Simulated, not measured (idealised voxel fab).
process module | voxel transistor to metal
cross-section cut | 200 nm wide | cells 5 nm
A cross-section is a grid of square cells, given in bands from the top down. A band is one or more rows of cells.
Each band's line starts with the height of the band's top and of its bottom, in nm. Then come its materials from left to right, each with its width in nm. One material with "throughout" fills the band from edge to edge. "air" is empty space.
Height 0 is the level under which the wafer as received is all one material. The lowest band goes on downwards, as in "0 down".
A width such as "30 to 40" changes by the same amount from each row of cells to the next, from the band's top row to its bottom row.
"no change" after a step means that no cell of the cross-section changed.
closed voids: empty space of 8 cells or more with no open way to the top, each as width x height at its distance from the left edge, in nm
after a step's settings: what the simulator itself notes on the step
overlay nm, on a step with a mask: how far to the right of its planned place the mask lay; to the left if negative
plan
1 op RECEIVE | material Si
2 op CONFORMAL_DEP | material SiO2 | thk nm 5
3 op CONFORMAL_DEP | material SiN | thk nm 15
4 op PATTERN | tone cover | mask id ACTIVE | material resist | width nm 100 | thk nm 15 | overlay nm 0
5 op DIRECTIONAL_ETCH | etch materials SiN | depth nm 15
6 op DIRECTIONAL_ETCH | etch materials SiO2 | depth nm 5
7 op DIRECTIONAL_ETCH | etch materials Si | depth nm 35
8 op STRIP | etch materials resist
9 op FILL_DEP | material SiO2 | thk nm 15
10 op CMP | height nm 20
11 op SELECTIVE_ETCH | etch materials SiO2 | depth nm 5
12 op STRIP | etch materials SiN
13 op SELECTIVE_ETCH | etch materials SiO2 | depth nm 5
14 op OXIDIZE | depth nm 5
15 op DIRECTIONAL_DEP | material polySi | thk nm 30
16 op DIRECTIONAL_DEP | material SiCN | thk nm 10
17 op PATTERN | tone cover | mask id GATE | material resist | width nm 20 | thk nm 15 | overlay nm 0
18 op DIRECTIONAL_ETCH | etch materials SiCN | depth nm 20
19 op DIRECTIONAL_ETCH | etch materials polySi | depth nm 40
20 op STRIP | etch materials resist
21 op CONFORMAL_DEP | material SiO2 | thk nm 5
22 op DIRECTIONAL_ETCH | etch materials SiO2 | depth nm 5
23 op CONFORMAL_DEP | material SiN | thk nm 5
24 op DIRECTIONAL_ETCH | etch materials SiN | depth nm 5
25 op DIRECTIONAL_ETCH | etch materials SiO2 | depth nm 5
26 op DIRECTIONAL_ETCH | etch materials Si | depth nm 15
27 op EPI | material SiGe | thk nm 15
28 op FILL_DEP | material SiO2 | thk nm 5
29 op CMP | height nm 40
30 op DIRECTIONAL_DEP | material SiO2 | thk nm 15
31 op MASKED_ETCH | tone open | mask id CONTACT | width nm 20 | pitch nm 70 | etch materials SiO2 | depth nm 45 | overlay nm 0
32 op CONFORMAL_DEP | material TiN | thk nm 5
33 op FILL_DEP | material W | thk nm 10
34 op CMP | height nm 55
35 op DIRECTIONAL_DEP | material TiN | thk nm 5
36 op DIRECTIONAL_DEP | material Ru | thk nm 20
37 op DIRECTIONAL_DEP | material aC | thk nm 15
38 op PATTERN | tone cover | mask id METAL_1 | material resist | width nm 20 | pitch nm 70 | thk nm 30 | overlay nm 0
39 op DIRECTIONAL_ETCH | etch materials aC | depth nm 15
40 op STRIP | etch materials resist
41 op DIRECTIONAL_ETCH | etch materials Ru | depth nm 20
42 op DIRECTIONAL_ETCH | etch materials TiN | depth nm 5
43 op STRIP | etch materials aC
44 op FILL_DEP | material lowk | thk nm 10
45 op CMP | height nm 80
46 op CONFORMAL_DEP | material SiCN | thk nm 5
47 op DIRECTIONAL_DEP | material SiO2 | thk nm 30
48 op PATTERN | tone open | mask id METAL_2_HOLES | material resist | width nm 15 | pitch nm 70 | thk nm 20 | overlay nm 0
49 op DIRECTIONAL_ETCH | etch materials SiO2 | depth nm 30
50 op STRIP | etch materials resist
51 op DIRECTIONAL_DEP | material aC | thk nm 15
52 op PATTERN | tone open | mask id METAL_2 | material resist | width nm 20 | pitch nm 70 | thk nm 30 | overlay nm -15
53 op DIRECTIONAL_ETCH | etch materials aC | depth nm 15
54 op STRIP | etch materials resist
55 op DIRECTIONAL_ETCH | etch materials SiO2 | depth nm 15
56 op DIRECTIONAL_ETCH | etch materials SiCN | depth nm 5
57 op STRIP | etch materials aC
58 op CONFORMAL_DEP | material TiN | thk nm 5
59 op FILL_DEP | material Cu | thk nm 10
60 op CMP | height nm 115
61 op CONFORMAL_DEP | material SiN | thk nm 5
varied across the wafers: overlay nm of step 52. The plan shows the first wafer's value. All wafers start alike
first wafer as received, after step 1
  0 down: Si throughout
  closed voids: none
each wafer at the end: cells of each material gained (+) or lost (-) since it was received, then its closed voids
overlay nm -15 | +22 Cu | +32 Ru | -190 Si | +46 SiCN | +60 SiGe | +60 SiN | +632 SiO2 | +82 TiN | +32 W | +160 lowk | +24 polySi | closed voids: none
overlay nm -10 | +18 Cu | +32 Ru | -190 Si | +44 SiCN | +60 SiGe | +60 SiN | +638 SiO2 | +82 TiN | +32 W | +160 lowk | +24 polySi | closed voids: none
overlay nm -5 | +16 Cu | +32 Ru | -190 Si | +42 SiCN | +60 SiGe | +60 SiN | +644 SiO2 | +80 TiN | +32 W | +160 lowk | +24 polySi | closed voids: none
overlay nm 0 | +16 Cu | +32 Ru | -190 Si | +42 SiCN | +60 SiGe | +60 SiN | +644 SiO2 | +80 TiN | +32 W | +160 lowk | +24 polySi | closed voids: none
overlay nm 5 | +18 Cu | +32 Ru | -190 Si | +44 SiCN | +60 SiGe | +60 SiN | +638 SiO2 | +82 TiN | +32 W | +160 lowk | +24 polySi | closed voids: none
overlay nm 10 | +22 Cu | +32 Ru | -190 Si | +46 SiCN | +60 SiGe | +60 SiN | +632 SiO2 | +82 TiN | +32 W | +160 lowk | +24 polySi | closed voids: none
overlay nm 15 | +26 Cu | +32 Ru | -190 Si | +48 SiCN | +60 SiGe | +60 SiN | +626 SiO2 | +82 TiN | +32 W | +160 lowk | +24 polySi | closed voids: none
